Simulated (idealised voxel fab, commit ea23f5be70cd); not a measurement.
Process module, titled voxel gate over fins
The width of the displayed cross-section, cut, is 185 nm; its cells are square, with a size of 5 nm.
This document writes a cross-section as a grid whose cells are square, and gives it as bands, listed from the top down; one or more rows of cells form a band. What a band's entry tells you: where the top is and where the bottom is, as heights in nm, and after that what lies inside, material by material from left to right, each with its width in nm. Empty space is written as the word "air", and a single material marked with the word "full width" occupies the band from edge to edge. The level at which height equals 0 is the one under which the wafer, as it arrives, is entirely one material. No lower edge exists for the bottom band, which continues downward and is notated as in "top 0, no bottom". A width such as "30 to 40" changes by the same amount from each row of cells to the next, from the band's top row to its bottom row. Where the words "no alteration" appear for a step, the cross-section shows no cell changed by that step; every cell remained as before. Listed in "Trapped cavities": every empty space of 8 or more cells without an open way to the top. Form: width x height at distance, the distance being from the left edge, all in nm. On a step's line, text after the settings is the simulator commenting on that step. overlay nm: mask right of planned place by this much (step with mask). Neg. = left. Below you will find pairs of cross-sections. In each, one shows the wafer before one process step and the other after it, with the after view ending at the lowest band that changed. Under each pair is the step separating them, along with its settings. Do not assume the pairs form a chain: they can come from different runs of this module on the same starting wafer, and a pair continues from the pair above it only when its "Before this step" entry says so.
# Before this step
	top 0, no bottom  Si full width
	Trapped cavities: none
# Result of Step
	top 10, bottom 0  SiN full width
	Everything below 0 is unchanged.
	Trapped cavities: none
In between the before and after cross-sections above, the step is CONFORMAL_DEP with material SiN, thk nm 10
Before this step: after-step cross-section of the pair just above applies.
# Result of Step
	top 30, bottom 10  air=60 | resist=15 | air=30 | resist=15 | air=65
	Everything below 10 is unchanged.
	Trapped cavities: none
In between the before and after cross-sections above, the step is PATTERN with tone cover, mask id FINS, material resist, width nm 15, pitch nm 45, thk nm 20, overlay nm 0
Before this step: after-step cross-section of the pair just above applies.
# Result of Step
	top 30, bottom 10  air=60 | resist=15 | air=30 | resist=15 | air=65
	top 10, bottom 0  air=60 | SiN=15 | air=30 | SiN=15 | air=65
	Everything below 0 is unchanged.
	Trapped cavities: none
In between the before and after cross-sections above, the step is DIRECTIONAL_ETCH with etch materials SiN, depth nm 10
Before this step: after-step cross-section of the pair just above applies.
# Result of Step
	top 30, bottom 10  air=60 | resist=15 | air=30 | resist=15 | air=65
	top 10, bottom 0  air=60 | SiN=15 | air=30 | SiN=15 | air=65
	top 0, bottom -35  air=60 | Si=15 | air=30 | Si=15 | air=65
	Everything below -35 is unchanged.
	Trapped cavities: none
In between the before and after cross-sections above, the step is DIRECTIONAL_ETCH with etch materials Si, depth nm 35
Before this step: after-step cross-section of the pair just above applies.
# Result of Step
	top 10, bottom 0  air=60 | SiN=15 | air=30 | SiN=15 | air=65
	Everything below 0 is unchanged.
	Trapped cavities: none
In between the before and after cross-sections above, the step is STRIP with etch materials resist
Before this step: after-step cross-section of the pair just above applies.
# Result of Step
	top 15, bottom 10  SiO2 full width
	top 10, bottom 0  SiO2=60 | SiN=15 | SiO2=30 | SiN=15 | SiO2=65
	top 0, bottom -35  SiO2=60 | Si=15 | SiO2=30 | Si=15 | SiO2=65
	Everything below -35 is unchanged.
	Trapped cavities: none
In between the before and after cross-sections above, the step is FILL_DEP with material SiO2, thk nm 5
Before this step: after-step cross-section of the pair just above applies.
# Result of Step
	top 10, bottom 0  SiO2=60 | SiN=15 | SiO2=30 | SiN=15 | SiO2=65
	Everything below 0 is unchanged.
	Trapped cavities: none
In between the before and after cross-sections above, the step is CMP with height nm 10
Before this step: after-step cross-section of the pair just above applies.
# Result of Step
	top 10, bottom 0  air=60 | SiN=15 | air=30 | SiN=15 | air=65
	top 0, bottom -10  air=60 | Si=15 | air=30 | Si=15 | air=65
	Everything below -10 is unchanged.
	Trapped cavities: none
In between the before and after cross-sections above, the step is SELECTIVE_ETCH with etch materials SiO2, depth nm 20
Before this step: after-step cross-section of the pair just above applies.
# Result of Step
	top 0, bottom -10  air=60 | Si=15 | air=30 | Si=15 | air=65
	Everything below -10 is unchanged.
	Trapped cavities: none
In between the before and after cross-sections above, the step is STRIP with etch materials SiN
Before this step: after-step cross-section of the pair just above applies.
# Result of Step
	top 5, bottom 0  air=55 | HfO2=25 | air=20 | HfO2=25 | air=60
	top 0, bottom -5  air=55 | HfO2=5 | Si=15 | HfO2=5 | air=20 | HfO2=5 | Si=15 | HfO2=5 | air=60
	top -5, bottom -10  HfO2=60 | Si=15 | HfO2=30 | Si=15 | HfO2=65
	Everything below -10 is unchanged.
	Trapped cavities: none
In between the before and after cross-sections above, the step is CONFORMAL_DEP with material HfO2, thk nm 5
Before this step: after-step cross-section of the pair just above applies.
# Result of Step
	top 10, bottom 5  air=50 | TiN=35 | air=10 | TiN=35 | air=55
	top 5, bottom 0  air=50 | TiN=5 | HfO2=25 | TiN=5 | air=10 | TiN=5 | HfO2=25 | TiN=5 | air=55
	top 0, bottom -5  TiN=55 | HfO2=5 | Si=15 | HfO2=5 | TiN=20 | HfO2=5 | Si=15 | HfO2=5 | TiN=60
	Everything below -5 is unchanged.
	Trapped cavities: none
In between the before and after cross-sections above, the step is CONFORMAL_DEP with material TiN, thk nm 5
Before this step: after-step cross-section of the pair just above applies.
# Result of Step
	top 15, bottom 10  air=45 | TiAl=90 | air=50
	top 10, bottom 5  air=45 | TiAl=5 | TiN=35 | TiAl=10 | TiN=35 | TiAl=5 | air=50
	top 5, bottom 0  TiAl=50 | TiN=5 | HfO2=25 | TiN=5 | TiAl=10 | TiN=5 | HfO2=25 | TiN=5 | TiAl=55
	Everything below 0 is unchanged.
	Trapped cavities: none
In between the before and after cross-sections above, the step is CONFORMAL_DEP with material TiAl, thk nm 5
Before this step: after-step cross-section of the pair just above applies.
# Result of Step
	top 20, bottom 15  air=40 | TiN=100 | air=45
	top 15, bottom 10  air=40 | TiN=5 | TiAl=90 | TiN=5 | air=45
	top 10, bottom 5  TiN=45 | TiAl=5 | TiN=35 | TiAl=10 | TiN=35 | TiAl=5 | TiN=50
	Everything below 5 is unchanged.
	Trapped cavities: none
In between the before and after cross-sections above, the step is CONFORMAL_DEP with material TiN, thk nm 5
Before this step: after-step cross-section of the pair just above applies.
# Result of Step
	top 35, bottom 20  W full width
	top 20, bottom 15  W=40 | TiN=100 | W=45
	top 15, bottom 10  W=40 | TiN=5 | TiAl=90 | TiN=5 | W=45
	Everything below 10 is unchanged.
	Trapped cavities: none
In between the before and after cross-sections above, the step is FILL_DEP with material W, thk nm 15
Before this step: after-step cross-section of the pair just above applies.
# Result of Step
	top 30, bottom 20  W full width
	Everything below 20 is unchanged.
	Trapped cavities: none
In between the before and after cross-sections above, the step is CMP with height nm 30
Before this step: after-step cross-section of the pair just above applies.
# Result of Step
	top 35, bottom 30  SiN full width
	Everything below 30 is unchanged.
	Trapped cavities: none
In between the before and after cross-sections above, the step is CONFORMAL_DEP with material SiN, thk nm 5
# Before this step
	top 10, bottom 5  air=50 | TiN=35 | air=10 | TiN=35 | air=55
	top 5, bottom 0  air=50 | TiN=5 | HfO2=25 | TiN=5 | air=10 | TiN=5 | HfO2=25 | TiN=5 | air=55
	top 0, bottom -5  TiN=55 | HfO2=5 | Si=15 | HfO2=5 | TiN=20 | HfO2=5 | Si=15 | HfO2=5 | TiN=60
	top -5, bottom -10  HfO2=60 | Si=15 | HfO2=30 | Si=15 | HfO2=65
	top -10, bottom -35  SiO2=60 | Si=15 | SiO2=30 | Si=15 | SiO2=65
	top -35, no bottom  Si full width
	Trapped cavities: none
# Result of Step
	top 15, bottom 5  air=45 | TiN=90 | air=50
	top 5, bottom 0  TiN=55 | HfO2=25 | TiN=20 | HfO2=25 | TiN=60
	Everything below 0 is unchanged.
	Trapped cavities: none
In between the before and after cross-sections above, the step is CONFORMAL_DEP with material TiN, thk nm 5
Before this step: after-step cross-section of the pair just above applies.
# Result of Step
	top 30, bottom 15  W full width
	top 15, bottom 5  W=45 | TiN=90 | W=50
	Everything below 5 is unchanged.
	Trapped cavities: none
In between the before and after cross-sections above, the step is FILL_DEP with material W, thk nm 15
Before this step: after-step cross-section of the pair just above applies.
# Result of Step
	top 35, bottom 30  SiN full width
	Everything below 30 is unchanged.
	Trapped cavities: none
In between the before and after cross-sections above, the step is CONFORMAL_DEP with material SiN, thk nm 5
# Before this step
	top 10, bottom 0  air=60 | SiN=15 | air=30 | SiN=15 | air=65
	top 0, bottom -10  air=60 | Si=15 | air=30 | Si=15 | air=65
	top -10, bottom -35  SiO2=60 | Si=15 | SiO2=30 | Si=15 | SiO2=65
	top -35, no bottom  Si full width
	Trapped cavities: none
# Result of Step
	top 10, bottom 0  air=60 | SiN=15 | air=30 | SiN=15 | air=65
	top 0, bottom -30  air=60 | Si=15 | air=30 | Si=15 | air=65
	Everything below -30 is unchanged.
	Trapped cavities: none
In between the before and after cross-sections above, the step is SELECTIVE_ETCH with etch materials SiO2, depth nm 20
Before this step: after-step cross-section of the pair just above applies.
# Result of Step
	top 0, bottom -30  air=60 | Si=15 | air=30 | Si=15 | air=65
	Everything below -30 is unchanged.
	Trapped cavities: none
In between the before and after cross-sections above, the step is STRIP with etch materials SiN
Before this step: after-step cross-section of the pair just above applies.
# Result of Step
	top 5, bottom 0  air=55 | HfO2=25 | air=20 | HfO2=25 | air=60
	top 0, bottom -25  air=55 | HfO2=5 | Si=15 | HfO2=5 | air=20 | HfO2=5 | Si=15 | HfO2=5 | air=60
	top -25, bottom -30  HfO2=60 | Si=15 | HfO2=30 | Si=15 | HfO2=65
	Everything below -30 is unchanged.
	Trapped cavities: none
In between the before and after cross-sections above, the step is CONFORMAL_DEP with material HfO2, thk nm 5
Before this step: after-step cross-section of the pair just above applies.
# Result of Step
	top 10, bottom 5  air=50 | TiN=35 | air=10 | TiN=35 | air=55
	top 5, bottom 0  air=50 | TiN=5 | HfO2=25 | TiN=5 | air=10 | TiN=5 | HfO2=25 | TiN=5 | air=55
	top 0, bottom -20  air=50 | TiN=5 | HfO2=5 | Si=15 | HfO2=5 | TiN=5 | air=10 | TiN=5 | HfO2=5 | Si=15 | HfO2=5 | TiN=5 | air=55
	top -20, bottom -25  TiN=55 | HfO2=5 | Si=15 | HfO2=5 | TiN=20 | HfO2=5 | Si=15 | HfO2=5 | TiN=60
	Everything below -25 is unchanged.
	Trapped cavities: none
In between the before and after cross-sections above, the step is CONFORMAL_DEP with material TiN, thk nm 5
Before this step: after-step cross-section of the pair just above applies.
# Result of Step
	top 15, bottom 10  air=45 | TiAl=90 | air=50
	top 10, bottom 5  air=45 | TiAl=5 | TiN=35 | TiAl=10 | TiN=35 | TiAl=5 | air=50
	top 5, bottom 0  air=45 | TiAl=5 | TiN=5 | HfO2=25 | TiN=5 | TiAl=10 | TiN=5 | HfO2=25 | TiN=5 | TiAl=5 | air=50
	top 0, bottom -15  air=45 | TiAl=5 | TiN=5 | HfO2=5 | Si=15 | HfO2=5 | TiN=5 | TiAl=10 | TiN=5 | HfO2=5 | Si=15 | HfO2=5 | TiN=5 | TiAl=5 | air=50
	top -15, bottom -20  TiAl=50 | TiN=5 | HfO2=5 | Si=15 | HfO2=5 | TiN=5 | TiAl=10 | TiN=5 | HfO2=5 | Si=15 | HfO2=5 | TiN=5 | TiAl=55
	Everything below -20 is unchanged.
	Trapped cavities: none
In between the before and after cross-sections above, the step is CONFORMAL_DEP with material TiAl, thk nm 5
Before this step: after-step cross-section of the pair just above applies.
# Result of Step
	top 20, bottom 15  air=40 | TiN=100 | air=45
	top 15, bottom 10  air=40 | TiN=5 | TiAl=90 | TiN=5 | air=45
	top 10, bottom 5  air=40 | TiN=5 | TiAl=5 | TiN=35 | TiAl=10 | TiN=35 | TiAl=5 | TiN=5 | air=45
	top 5, bottom 0  air=40 | TiN=5 | TiAl=5 | TiN=5 | HfO2=25 | TiN=5 | TiAl=10 | TiN=5 | HfO2=25 | TiN=5 | TiAl=5 | TiN=5 | air=45
	top 0, bottom -10  air=40 | TiN=5 | TiAl=5 | TiN=5 | HfO2=5 | Si=15 | HfO2=5 | TiN=5 | TiAl=10 | TiN=5 | HfO2=5 | Si=15 | HfO2=5 | TiN=5 | TiAl=5 | TiN=5 | air=45
	top -10, bottom -15  TiN=45 | TiAl=5 | TiN=5 | HfO2=5 | Si=15 | HfO2=5 | TiN=5 | TiAl=10 | TiN=5 | HfO2=5 | Si=15 | HfO2=5 | TiN=5 | TiAl=5 | TiN=50
	Everything below -15 is unchanged.
	Trapped cavities: none
In between the before and after cross-sections above, the step is CONFORMAL_DEP with material TiN, thk nm 5
Before this step: after-step cross-section of the pair just above applies.
# Result of Step
	top 35, bottom 20  W full width
	top 20, bottom 15  W=40 | TiN=100 | W=45
	top 15, bottom 10  W=40 | TiN=5 | TiAl=90 | TiN=5 | W=45
	top 10, bottom 5  W=40 | TiN=5 | TiAl=5 | TiN=35 | TiAl=10 | TiN=35 | TiAl=5 | TiN=5 | W=45
	top 5, bottom 0  W=40 | TiN=5 | TiAl=5 | TiN=5 | HfO2=25 | TiN=5 | TiAl=10 | TiN=5 | HfO2=25 | TiN=5 | TiAl=5 | TiN=5 | W=45
	top 0, bottom -10  W=40 | TiN=5 | TiAl=5 | TiN=5 | HfO2=5 | Si=15 | HfO2=5 | TiN=5 | TiAl=10 | TiN=5 | HfO2=5 | Si=15 | HfO2=5 | TiN=5 | TiAl=5 | TiN=5 | W=45
	Everything below -10 is unchanged.
	Trapped cavities: none
In between the before and after cross-sections above, the step is FILL_DEP with material W, thk nm 15
Before this step: after-step cross-section of the pair just above applies.
# Result of Step
	top 30, bottom 20  W full width
	Everything below 20 is unchanged.
	Trapped cavities: none
In between the before and after cross-sections above, the step is CMP with height nm 30
Before this step: after-step cross-section of the pair just above applies.
# Result of Step
	top 35, bottom 30  SiN full width
	Everything below 30 is unchanged.
	Trapped cavities: none
In between the before and after cross-sections above, the step is CONFORMAL_DEP with material SiN, thk nm 5
# Before this step
	top 0, bottom -10  air=60 | Si=15 | air=30 | Si=15 | air=65
	top -10, bottom -35  SiO2=60 | Si=15 | SiO2=30 | Si=15 | SiO2=65
	top -35, no bottom  Si full width
	Trapped cavities: none
# Result of Step
	top 5, bottom 0  air=55 | TiN=25 | air=20 | TiN=25 | air=60
	top 0, bottom -5  air=55 | TiN=5 | Si=15 | TiN=5 | air=20 | TiN=5 | Si=15 | TiN=5 | air=60
	top -5, bottom -10  TiN=60 | Si=15 | TiN=30 | Si=15 | TiN=65
	Everything below -10 is unchanged.
	Trapped cavities: none
In between the before and after cross-sections above, the step is CONFORMAL_DEP with material TiN, thk nm 5
Before this step: after-step cross-section of the pair just above applies.
# Result of Step
	top 10, bottom 5  air=50 | HfO2=35 | air=10 | HfO2=35 | air=55
	top 5, bottom 0  air=50 | HfO2=5 | TiN=25 | HfO2=5 | air=10 | HfO2=5 | TiN=25 | HfO2=5 | air=55
	top 0, bottom -5  HfO2=55 | TiN=5 | Si=15 | TiN=5 | HfO2=20 | TiN=5 | Si=15 | TiN=5 | HfO2=60
	Everything below -5 is unchanged.
	Trapped cavities: none
In between the before and after cross-sections above, the step is CONFORMAL_DEP with material HfO2, thk nm 5
Before this step: after-step cross-section of the pair just above applies.
# Result of Step
	top 15, bottom 10  air=45 | TiAl=90 | air=50
	top 10, bottom 5  air=45 | TiAl=5 | HfO2=35 | TiAl=10 | HfO2=35 | TiAl=5 | air=50
	top 5, bottom 0  TiAl=50 | HfO2=5 | TiN=25 | HfO2=5 | TiAl=10 | HfO2=5 | TiN=25 | HfO2=5 | TiAl=55
	Everything below 0 is unchanged.
	Trapped cavities: none
In between the before and after cross-sections above, the step is CONFORMAL_DEP with material TiAl, thk nm 5
Before this step: after-step cross-section of the pair just above applies.
# Result of Step
	top 20, bottom 15  air=40 | TiN=100 | air=45
	top 15, bottom 10  air=40 | TiN=5 | TiAl=90 | TiN=5 | air=45
	top 10, bottom 5  TiN=45 | TiAl=5 | HfO2=35 | TiAl=10 | HfO2=35 | TiAl=5 | TiN=50
	Everything below 5 is unchanged.
	Trapped cavities: none
In between the before and after cross-sections above, the step is CONFORMAL_DEP with material TiN, thk nm 5
Before this step: after-step cross-section of the pair just above applies.
# Result of Step
	top 35, bottom 20  W full width
	top 20, bottom 15  W=40 | TiN=100 | W=45
	top 15, bottom 10  W=40 | TiN=5 | TiAl=90 | TiN=5 | W=45
	Everything below 10 is unchanged.
	Trapped cavities: none
In between the before and after cross-sections above, the step is FILL_DEP with material W, thk nm 15
Before this step: after-step cross-section of the pair just above applies.
# Result of Step
	top 30, bottom 20  W full width
	Everything below 20 is unchanged.
	Trapped cavities: none
In between the before and after cross-sections above, the step is CMP with height nm 30
Before this step: after-step cross-section of the pair just above applies.
# Result of Step
	top 35, bottom 30  SiN full width
	Everything below 30 is unchanged.
	Trapped cavities: none
In between the before and after cross-sections above, the step is CONFORMAL_DEP with material SiN, thk nm 5
# Before this step
	top 10, bottom 0  SiO2=60 | SiN=15 | SiO2=30 | SiN=15 | SiO2=65
	top 0, bottom -35  SiO2=60 | Si=15 | SiO2=30 | Si=15 | SiO2=65
	top -35, no bottom  Si full width
	Trapped cavities: none
# Result of Step
	top 10, bottom 0  air=60 | SiN=15 | air=30 | SiN=15 | air=65
	Everything below 0 is unchanged.
	Trapped cavities: none
In between the before and after cross-sections above, the step is SELECTIVE_ETCH with etch materials SiO2, depth nm 10
Before this step: after-step cross-section of the pair just above applies.
# Result of Step
	top 0, bottom -35  SiO2=60 | Si=15 | SiO2=30 | Si=15 | SiO2=65
	Everything below -35 is unchanged.
	Trapped cavities: none
In between the before and after cross-sections above, the step is STRIP with etch materials SiN
Before this step: after-step cross-section of the pair just above applies.
# Result of Step
	top 5, bottom 0  HfO2 full width
	Everything below 0 is unchanged.
	Trapped cavities: none
In between the before and after cross-sections above, the step is CONFORMAL_DEP with material HfO2, thk nm 5
Before this step: after-step cross-section of the pair just above applies.
# Result of Step
	top 10, bottom 5  TiN full width
	Everything below 5 is unchanged.
	Trapped cavities: none
In between the before and after cross-sections above, the step is CONFORMAL_DEP with material TiN, thk nm 5
Before this step: after-step cross-section of the pair just above applies.
# Result of Step
	top 15, bottom 10  TiAl full width
	Everything below 10 is unchanged.
	Trapped cavities: none
In between the before and after cross-sections above, the step is CONFORMAL_DEP with material TiAl, thk nm 5
Before this step: after-step cross-section of the pair just above applies.
# Result of Step
	top 20, bottom 15  TiN full width
	Everything below 15 is unchanged.
	Trapped cavities: none
In between the before and after cross-sections above, the step is CONFORMAL_DEP with material TiN, thk nm 5
Before this step: after-step cross-section of the pair just above applies.
# Result of Step
	top 35, bottom 20  W full width
	Everything below 20 is unchanged.
	Trapped cavities: none
In between the before and after cross-sections above, the step is FILL_DEP with material W, thk nm 15
Before this step: after-step cross-section of the pair just above applies.
# Result of Step
	top 30, bottom 20  W full width
	Everything below 20 is unchanged.
	Trapped cavities: none
In between the before and after cross-sections above, the step is CMP with height nm 30
Before this step: after-step cross-section of the pair just above applies.
# Result of Step
	top 35, bottom 30  SiN full width
	Everything below 30 is unchanged.
	Trapped cavities: none
In between the before and after cross-sections above, the step is CONFORMAL_DEP with material SiN, thk nm 5
# Before this step
	top 10, bottom 0  SiN full width
	top 0, no bottom  Si full width
	Trapped cavities: none
# Result of Step
	top 30, bottom 10  air=60 | resist=20 | air=25 | resist=20 | air=60
	Everything below 10 is unchanged.
	Trapped cavities: none
In between the before and after cross-sections above, the step is PATTERN with tone cover, mask id FINS, material resist, width nm 20, pitch nm 45, thk nm 20, overlay nm 0
Before this step: after-step cross-section of the pair just above applies.
# Result of Step
	top 30, bottom 10  air=60 | resist=20 | air=25 | resist=20 | air=60
	top 10, bottom 0  air=60 | SiN=20 | air=25 | SiN=20 | air=60
	Everything below 0 is unchanged.
	Trapped cavities: none
In between the before and after cross-sections above, the step is DIRECTIONAL_ETCH with etch materials SiN, depth nm 10
Before this step: after-step cross-section of the pair just above applies.
# Result of Step
	top 30, bottom 10  air=60 | resist=20 | air=25 | resist=20 | air=60
	top 10, bottom 0  air=60 | SiN=20 | air=25 | SiN=20 | air=60
	top 0, bottom -35  air=60 | Si=20 | air=25 | Si=20 | air=60
	Everything below -35 is unchanged.
	Trapped cavities: none
In between the before and after cross-sections above, the step is DIRECTIONAL_ETCH with etch materials Si, depth nm 35
Before this step: after-step cross-section of the pair just above applies.
# Result of Step
	top 10, bottom 0  air=60 | SiN=20 | air=25 | SiN=20 | air=60
	Everything below 0 is unchanged.
	Trapped cavities: none
In between the before and after cross-sections above, the step is STRIP with etch materials resist
Before this step: after-step cross-section of the pair just above applies.
# Result of Step
	top 15, bottom 10  SiO2 full width
	top 10, bottom 0  SiO2=60 | SiN=20 | SiO2=25 | SiN=20 | SiO2=60
	top 0, bottom -35  SiO2=60 | Si=20 | SiO2=25 | Si=20 | SiO2=60
	Everything below -35 is unchanged.
	Trapped cavities: none
In between the before and after cross-sections above, the step is FILL_DEP with material SiO2, thk nm 5
Before this step: after-step cross-section of the pair just above applies.
# Result of Step
	top 10, bottom 0  SiO2=60 | SiN=20 | SiO2=25 | SiN=20 | SiO2=60
	Everything below 0 is unchanged.
	Trapped cavities: none
In between the before and after cross-sections above, the step is CMP with height nm 10
Before this step: after-step cross-section of the pair just above applies.
# Result of Step
	top 10, bottom 0  air=60 | SiN=20 | air=25 | SiN=20 | air=60
	top 0, bottom -10  air=60 | Si=20 | air=25 | Si=20 | air=60
	Everything below -10 is unchanged.
	Trapped cavities: none
In between the before and after cross-sections above, the step is SELECTIVE_ETCH with etch materials SiO2, depth nm 20
Before this step: after-step cross-section of the pair just above applies.
# Result of Step
	top 0, bottom -10  air=60 | Si=20 | air=25 | Si=20 | air=60
	Everything below -10 is unchanged.
	Trapped cavities: none
In between the before and after cross-sections above, the step is STRIP with etch materials SiN
Before this step: after-step cross-section of the pair just above applies.
# Result of Step
	top 5, bottom 0  air=55 | HfO2=30 | air=15 | HfO2=30 | air=55
	top 0, bottom -5  air=55 | HfO2=5 | Si=20 | HfO2=5 | air=15 | HfO2=5 | Si=20 | HfO2=5 | air=55
	top -5, bottom -10  HfO2=60 | Si=20 | HfO2=25 | Si=20 | HfO2=60
	Everything below -10 is unchanged.
	Trapped cavities: none
In between the before and after cross-sections above, the step is CONFORMAL_DEP with material HfO2, thk nm 5
Before this step: after-step cross-section of the pair just above applies.
# Result of Step
	top 10, bottom 5  air=50 | TiN=40 | air=5 | TiN=40 | air=50
	top 5, bottom 0  air=50 | TiN=5 | HfO2=30 | TiN=5 | air=5 | TiN=5 | HfO2=30 | TiN=5 | air=50
	top 0, bottom -5  TiN=55 | HfO2=5 | Si=20 | HfO2=5 | TiN=15 | HfO2=5 | Si=20 | HfO2=5 | TiN=55
	Everything below -5 is unchanged.
	Trapped cavities: none
In between the before and after cross-sections above, the step is CONFORMAL_DEP with material TiN, thk nm 5
Before this step: after-step cross-section of the pair just above applies.
# Result of Step
	top 15, bottom 10  air=45 | TiAl=95 | air=45
	top 10, bottom 5  air=45 | TiAl=5 | TiN=40 | TiAl=5 | TiN=40 | TiAl=5 | air=45
	top 5, bottom 0  TiAl=50 | TiN=5 | HfO2=30 | TiN=5 | TiAl=5 | TiN=5 | HfO2=30 | TiN=5 | TiAl=50
	Everything below 0 is unchanged.
	Trapped cavities: none
In between the before and after cross-sections above, the step is CONFORMAL_DEP with material TiAl, thk nm 5
Before this step: after-step cross-section of the pair just above applies.
# Result of Step
	top 20, bottom 15  air=40 | TiN=105 | air=40
	top 15, bottom 10  air=40 | TiN=5 | TiAl=95 | TiN=5 | air=40
	top 10, bottom 5  TiN=45 | TiAl=5 | TiN=40 | TiAl=5 | TiN=40 | TiAl=5 | TiN=45
	Everything below 5 is unchanged.
	Trapped cavities: none
In between the before and after cross-sections above, the step is CONFORMAL_DEP with material TiN, thk nm 5
Before this step: after-step cross-section of the pair just above applies.
# Result of Step
	top 35, bottom 20  W full width
	top 20, bottom 15  W=40 | TiN=105 | W=40
	top 15, bottom 10  W=40 | TiN=5 | TiAl=95 | TiN=5 | W=40
	Everything below 10 is unchanged.
	Trapped cavities: none
In between the before and after cross-sections above, the step is FILL_DEP with material W, thk nm 15
Before this step: after-step cross-section of the pair just above applies.
# Result of Step
	top 30, bottom 20  W full width
	Everything below 20 is unchanged.
	Trapped cavities: none
In between the before and after cross-sections above, the step is CMP with height nm 30
Before this step: after-step cross-section of the pair just above applies.
# Result of Step
	top 35, bottom 30  SiN full width
	Everything below 30 is unchanged.
	Trapped cavities: none
In between the before and after cross-sections above, the step is CONFORMAL_DEP with material SiN, thk nm 5
# Before this step
	top 10, bottom 0  SiN full width
	top 0, no bottom  Si full width
	Trapped cavities: none
# Result of Step
	top 30, bottom 10  air=70 | resist=15 | air=30 | resist=15 | air=55
	Everything below 10 is unchanged.
	Trapped cavities: none
In between the before and after cross-sections above, the step is PATTERN with tone cover, mask id FINS, material resist, width nm 15, pitch nm 45, thk nm 20, overlay nm 10
Before this step: after-step cross-section of the pair just above applies.
# Result of Step
	top 30, bottom 10  air=70 | resist=15 | air=30 | resist=15 | air=55
	top 10, bottom 0  air=70 | SiN=15 | air=30 | SiN=15 | air=55
	Everything below 0 is unchanged.
	Trapped cavities: none
In between the before and after cross-sections above, the step is DIRECTIONAL_ETCH with etch materials SiN, depth nm 10
Before this step: after-step cross-section of the pair just above applies.
# Result of Step
	top 30, bottom 10  air=70 | resist=15 | air=30 | resist=15 | air=55
	top 10, bottom 0  air=70 | SiN=15 | air=30 | SiN=15 | air=55
	top 0, bottom -35  air=70 | Si=15 | air=30 | Si=15 | air=55
	Everything below -35 is unchanged.
	Trapped cavities: none
In between the before and after cross-sections above, the step is DIRECTIONAL_ETCH with etch materials Si, depth nm 35
Before this step: after-step cross-section of the pair just above applies.
# Result of Step
	top 10, bottom 0  air=70 | SiN=15 | air=30 | SiN=15 | air=55
	Everything below 0 is unchanged.
	Trapped cavities: none
In between the before and after cross-sections above, the step is STRIP with etch materials resist
Before this step: after-step cross-section of the pair just above applies.
# Result of Step
	top 15, bottom 10  SiO2 full width
	top 10, bottom 0  SiO2=70 | SiN=15 | SiO2=30 | SiN=15 | SiO2=55
	top 0, bottom -35  SiO2=70 | Si=15 | SiO2=30 | Si=15 | SiO2=55
	Everything below -35 is unchanged.
	Trapped cavities: none
In between the before and after cross-sections above, the step is FILL_DEP with material SiO2, thk nm 5
Before this step: after-step cross-section of the pair just above applies.
# Result of Step
	top 10, bottom 0  SiO2=70 | SiN=15 | SiO2=30 | SiN=15 | SiO2=55
	Everything below 0 is unchanged.
	Trapped cavities: none
In between the before and after cross-sections above, the step is CMP with height nm 10
Before this step: after-step cross-section of the pair just above applies.
# Result of Step
	top 10, bottom 0  air=70 | SiN=15 | air=30 | SiN=15 | air=55
	top 0, bottom -10  air=70 | Si=15 | air=30 | Si=15 | air=55
	Everything below -10 is unchanged.
	Trapped cavities: none
In between the before and after cross-sections above, the step is SELECTIVE_ETCH with etch materials SiO2, depth nm 20
Before this step: after-step cross-section of the pair just above applies.
# Result of Step
	top 0, bottom -10  air=70 | Si=15 | air=30 | Si=15 | air=55
	Everything below -10 is unchanged.
	Trapped cavities: none
In between the before and after cross-sections above, the step is STRIP with etch materials SiN
Before this step: after-step cross-section of the pair just above applies.
# Result of Step
	top 5, bottom 0  air=65 | HfO2=25 | air=20 | HfO2=25 | air=50
	top 0, bottom -5  air=65 | HfO2=5 | Si=15 | HfO2=5 | air=20 | HfO2=5 | Si=15 | HfO2=5 | air=50
	top -5, bottom -10  HfO2=70 | Si=15 | HfO2=30 | Si=15 | HfO2=55
	Everything below -10 is unchanged.
	Trapped cavities: none
In between the before and after cross-sections above, the step is CONFORMAL_DEP with material HfO2, thk nm 5
Before this step: after-step cross-section of the pair just above applies.
# Result of Step
	top 10, bottom 5  air=60 | TiN=35 | air=10 | TiN=35 | air=45
	top 5, bottom 0  air=60 | TiN=5 | HfO2=25 | TiN=5 | air=10 | TiN=5 | HfO2=25 | TiN=5 | air=45
	top 0, bottom -5  TiN=65 | HfO2=5 | Si=15 | HfO2=5 | TiN=20 | HfO2=5 | Si=15 | HfO2=5 | TiN=50
	Everything below -5 is unchanged.
	Trapped cavities: none
In between the before and after cross-sections above, the step is CONFORMAL_DEP with material TiN, thk nm 5
Before this step: after-step cross-section of the pair just above applies.
# Result of Step
	top 15, bottom 10  air=55 | TiAl=90 | air=40
	top 10, bottom 5  air=55 | TiAl=5 | TiN=35 | TiAl=10 | TiN=35 | TiAl=5 | air=40
	top 5, bottom 0  TiAl=60 | TiN=5 | HfO2=25 | TiN=5 | TiAl=10 | TiN=5 | HfO2=25 | TiN=5 | TiAl=45
	Everything below 0 is unchanged.
	Trapped cavities: none
In between the before and after cross-sections above, the step is CONFORMAL_DEP with material TiAl, thk nm 5
Before this step: after-step cross-section of the pair just above applies.
# Result of Step
	top 20, bottom 15  air=50 | TiN=100 | air=35
	top 15, bottom 10  air=50 | TiN=5 | TiAl=90 | TiN=5 | air=35
	top 10, bottom 5  TiN=55 | TiAl=5 | TiN=35 | TiAl=10 | TiN=35 | TiAl=5 | TiN=40
	Everything below 5 is unchanged.
	Trapped cavities: none
In between the before and after cross-sections above, the step is CONFORMAL_DEP with material TiN, thk nm 5
Before this step: after-step cross-section of the pair just above applies.
# Result of Step
	top 35, bottom 20  W full width
	top 20, bottom 15  W=50 | TiN=100 | W=35
	top 15, bottom 10  W=50 | TiN=5 | TiAl=90 | TiN=5 | W=35
	Everything below 10 is unchanged.
	Trapped cavities: none
In between the before and after cross-sections above, the step is FILL_DEP with material W, thk nm 15
Before this step: after-step cross-section of the pair just above applies.
# Result of Step
	top 30, bottom 20  W full width
	Everything below 20 is unchanged.
	Trapped cavities: none
In between the before and after cross-sections above, the step is CMP with height nm 30
Before this step: after-step cross-section of the pair just above applies.
# Result of Step
	top 35, bottom 30  SiN full width
	Everything below 30 is unchanged.
	Trapped cavities: none
In between the before and after cross-sections above, the step is CONFORMAL_DEP with material SiN, thk nm 5
